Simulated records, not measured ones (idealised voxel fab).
Title: Process Module voxel wiring stack
Cross-sectional view cut (width: 280 nm; square cell size: 5 nm).
Cross-sections here: square-cell grids, written as top-down lists of bands, a band being one or more rows of cells. Heights first: top, then bottom, in nm. Then materials, left to right, each with a width in nm. "full width" on a single material: fills the band edge to edge. "air": empty space. Measure heights from 0. That's the level where, below it, the as-received wafer is all one material. The lowest band is bottomless and extends downward; write it as in "0 and below". Graded width ("30->40"): value in top row of band = first number; value in bottom row = second number; row-to-row change constant. Where a step carries "no change occurred", the cross-section came out of it unchanged, cell for cell. In "Voids lacking openings" the enclosed voids are listed, meaning empty spaces of 8 cells or larger without any opening to the top. The form is width x height at distance, distance from the left edge, units nm. Post-settings text on a step line: simulator's own remark regarding the step. The "overlay nm" setting may appear on a step's line; for a step that uses a mask, it gives how far to the right of its planned position the mask lay, and a negative value indicates the left.
# Listed below are the process steps as planned
1 RECEIVE: material Si
2 CONFORMAL_DEP: material SiO2, thk nm 15
3 CONFORMAL_DEP: material SiN, thk nm 5
4 DIRECTIONAL_DEP: material lowk, thk nm 20
5 DIRECTIONAL_DEP: material aC, thk nm 10
6 PATTERN: tone open, mask id METAL_1, material resist, width nm 25, pitch nm 45, thk nm 25, overlay nm 0
7 DIRECTIONAL_ETCH: etch materials aC, depth nm 10
8 STRIP: etch materials resist
9 DIRECTIONAL_ETCH: etch materials lowk, depth nm 20
10 DIRECTIONAL_ETCH: etch materials SiN, depth nm 5
11 STRIP: etch materials aC
12 CONFORMAL_DEP: material TiN, thk nm 5
13 FILL_DEP: material Ru, thk nm 5
14 CMP: height nm 40
15 CONFORMAL_DEP: material SiCN, thk nm 5
16 DIRECTIONAL_DEP: material lowk, thk nm 10
17 MASKED_ETCH: tone open, mask id PLUG_1, width nm 15, pitch nm 45, etch materials lowk, depth nm 10, overlay nm 0
18 MASKED_ETCH: tone open, mask id PLUG_1, width nm 15, pitch nm 45, etch materials SiCN, depth nm 5, overlay nm 0
19 EPI: material Ru, thk nm 10
20 EPI: material Ru, thk nm 5
21 CONFORMAL_DEP: material SiN, thk nm 5
22 DIRECTIONAL_DEP: material SiO2, thk nm 15
23 PATTERN: tone open, mask id METAL_2, material resist, width nm 25, pitch nm 45, thk nm 20, overlay nm 0
24 DIRECTIONAL_ETCH: etch materials SiO2, depth nm 15
25 DIRECTIONAL_ETCH: etch materials SiN, depth nm 5
26 STRIP: etch materials resist
27 CONFORMAL_DEP: material TiN, thk nm 5
28 FILL_DEP: material Cu, thk nm 5
29 CMP: height nm 75
30 CONFORMAL_DEP: material SiN, thk nm 5
# Cross-section of the wafer at receipt, which is the condition after step 1
	0 and below | Si full width
	Voids lacking openings: none
# End-of-module cross-section of the first of two wafers, processed as planned
	80 down to 75 | SiN full width
	75 down to 60 | SiO2 (80) / TiN (5) / Cu (15) / TiN (5) / SiO2 (20) / TiN (5) / Cu (15) / TiN (5) / SiO2 (20) / TiN (5) / Cu (15) / TiN (5) / SiO2 (85)
	60 down to 55 | SiN (80) / TiN (25) / SiN (20) / TiN (25) / SiN (20) / TiN (25) / SiN (85)
	55 down to 45 | lowk (80) / Ru (15) / lowk (30) / Ru (15) / lowk (30) / Ru (15) / lowk (95)
	45 down to 40 | SiCN (80) / Ru (15) / SiCN (30) / Ru (15) / SiCN (30) / Ru (15) / SiCN (95)
	40 down to 20 | lowk (80) / TiN (5) / Ru (15) / TiN (5) / lowk (20) / TiN (5) / Ru (15) / TiN (5) / lowk (20) / TiN (5) / Ru (15) / TiN (5) / lowk (85)
	20 down to 15 | SiN (80) / TiN (25) / SiN (20) / TiN (25) / SiN (20) / TiN (25) / SiN (85)
	15 down to 0 | SiO2 full width
	0 and below | Si full width
	Voids lacking openings: none
# second wafer at the end: like start, like plan, one mistake
	80 down to 75 | SiN full width
	75 down to 60 | SiO2 (80) / TiN (5) / Cu (15) / TiN (5) / SiO2 (20) / TiN (5) / Cu (15) / TiN (5) / SiO2 (20) / TiN (5) / Cu (15) / TiN (5) / SiO2 (85)
	60 down to 55 | SiN (80) / TiN (25) / SiN (20) / TiN (25) / SiN (20) / TiN (25) / SiN (85)
	55 down to 45 | lowk (80) / SiN (5) / TiN (5) / SiN (5) / lowk (30) / SiN (5) / TiN (5) / SiN (5) / lowk (30) / SiN (5) / TiN (5) / SiN (5) / lowk (95)
	45 down to 40 | lowk full width
	40 down to 20 | lowk (80) / TiN (5) / Ru (15) / TiN (5) / lowk (20) / TiN (5) / Ru (15) / TiN (5) / lowk (20) / TiN (5) / Ru (15) / TiN (5) / lowk (85)
	20 down to 15 | SiN (80) / TiN (25) / SiN (20) / TiN (25) / SiN (20) / TiN (25) / SiN (85)
	15 down to 0 | SiO2 full width
	0 and below | Si full width
	Voids lacking openings: none
The mistake made against the process plan was this: step 15 ran with different settings than intended, the actual operation and settings being CONFORMAL_DEP: material lowk, thk nm 5
Final wafer comparison in cells, second versus first, more or fewer per material: -27 Ru, -47 SiCN, +12 SiN, +6 TiN, +56 lowk
